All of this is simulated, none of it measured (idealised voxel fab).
voxel double patterning: a process module
For reference, the cross-section in this document is cut, with width 175 nm and square cells of 5 nm.
Cross-section format: a grid of square cells, given as bands from top to bottom; each band is one or more rows of cells.
First you get the band's top height and its bottom height, in nm, and then the materials it's made of, left to right, with each width in nm. If you see a single material with "all across", that one covers the band edge to edge. "air" is empty space.
Where do heights start? At 0: under that level the wafer as delivered is made of one material only. And the lowest band has no floor; it just carries on downward, as in "z 0 and below".
Width: "30->40" (first number = top row, second number = bottom row, same change from row to row of cells).
"no alteration" (step): cross-section cells unchanged, all of them.
"Non-vented voids": sealed empty spaces, 8 cells or more, no open way to top, listed width x height at distance, with distance from the left edge and width, height and distance in nm.
It should be noted that, on the line of a given step, the content following the step's settings is a remark produced by the simulator itself with respect to that step.
For masked steps, "overlay nm" on the step line gives how far right of plan the mask actually lay; a minus sign means it lay to the left.
## Set out below are the planned steps of the process
1: RECEIVE (material Si)
2: CONFORMAL_DEP (material SiN; thk nm 10)
3: DIRECTIONAL_DEP (material SiO2; thk nm 15)
4: DIRECTIONAL_DEP (material SiCN; thk nm 10)
5: DIRECTIONAL_DEP (material aC; thk nm 10)
6: PATTERN (tone open; mask id FIRST; material resist; width nm 15; pitch nm 50; thk nm 30; overlay nm 0)
7: DIRECTIONAL_ETCH (etch materials aC; depth nm 10)
8: STRIP (etch materials resist)
9: DIRECTIONAL_ETCH (etch materials SiCN; depth nm 10)
10: STRIP (etch materials aC)
11: MASKED_ETCH (tone open; mask id SECOND; width nm 15; pitch nm 50; etch materials SiCN; depth nm 10; overlay nm 0)
12: DIRECTIONAL_ETCH (etch materials SiO2; depth nm 15)
13: STRIP (etch materials SiCN)
## Cross-section of the wafer as it came to us, i.e., already through step 1
- z 0 and below: Si all across
- Non-vented voids: none
## The following cross-section depicts the wafer upon conclusion of the module. Processing commenced from the starting condition illustrated above and adhered to the plan illustrated above, save for one mistake in execution
- z 25 to 10: SiO2=30, air=15, SiO2=15, air=15, SiO2=5, air=15, SiO2=15, air=15, SiO2=5, air=15, SiO2=30
- z 10 to 0: SiN all across
- z 0 and below: Si all across
- Non-vented voids: none
what went wrong: step 11 off recipe, ran as MASKED_ETCH (tone open; mask id SECOND; width nm 15; pitch nm 50; etch materials SiCN; depth nm 10; overlay nm 5)
